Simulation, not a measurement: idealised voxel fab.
The document below concerns the process module designated voxel ribs on slabs.
FYI the section here is cut, 275 nm wide, cells are 5 nm squares.
Think of the cross-section as a grid of square cells. We describe it in bands, top to bottom, and each band covers one or more rows of those cells. For a band, the entry starts with two heights in nm, that of the top and then that of the bottom, and carries on with the band's materials in order from left to right, each alongside its width in nm; the word "edge to edge" beside a single material means it fills the band edge to edge, and "empty" means empty space. Height is counted from the level 0, under which the received wafer is composed throughout of one material. The lowest of the bands is not closed at the bottom but continues downward, in the notation "top 0, no bottom". The notation "30->40" denotes a width that varies across the rows of cells in the band, beginning at the first number in the top row, finishing at the second number in the bottom row, and changing by an identical amount from each row to the next. Any step labelled "same as before" changed none of the cells in the cross-section. Basically, "closed voids" tells you about the enclosed voids: empty spaces with no open way to the top, 8 cells or bigger, each written width x height at distance, where distance is from the left edge, all in nm. Post-settings text on a step line: simulator's own remark regarding the step. "overlay nm" answers the question of how far to the right of plan the mask lay on a step that has a mask, and when it is negative the answer is to the left.
So here's the lineup of process steps we planned
- 1: RECEIVE: material Si
- 2: DIRECTIONAL_DEP: material SiO2, thk nm 25
- 3: DIRECTIONAL_DEP: material SiN, thk nm 25
- 4: PATTERN: tone cover, mask id RIB, material resist, width nm 25, thk nm 15, overlay nm 0
- 5: DIRECTIONAL_ETCH: etch materials SiN, depth nm 20
- 6: STRIP: etch materials resist
- 7: MASKED_ETCH: tone cover, mask id SLAB, width nm 85, etch materials SiN, depth nm 5, overlay nm 0
- 8: FILL_DEP: material SiO2, thk nm 25
- 9: CMP: height nm 70
- 10: DIRECTIONAL_DEP: material W, thk nm 5
- 11: MASKED_ETCH: tone cover, mask id HEATER, width nm 35, etch materials W, depth nm 5, overlay nm 0
- 12: CONFORMAL_DEP: material SiO2, thk nm 10
Here's what the wafer looked like in cross-section when it arrived - that's after step 1
> top 0, no bottom: Si edge to edge
> closed voids: none
Cross-section, end of module. Start: as above. Plan: as above. Execution: one mistake
> top 85, bottom 80: empty (110) | SiO2 (55) | empty (110)
> top 80, bottom 75: SiO2 edge to edge
> top 75, bottom 70: SiO2 (120) | W (35) | SiO2 (120)
> top 70, bottom 25: SiO2 edge to edge
> top 25, bottom 0: SiN edge to edge
> top 0, no bottom: Si edge to edge
> closed voids: none
Processing error: steps 2 and 3 of the plan were run in the wrong order, each in the other's place
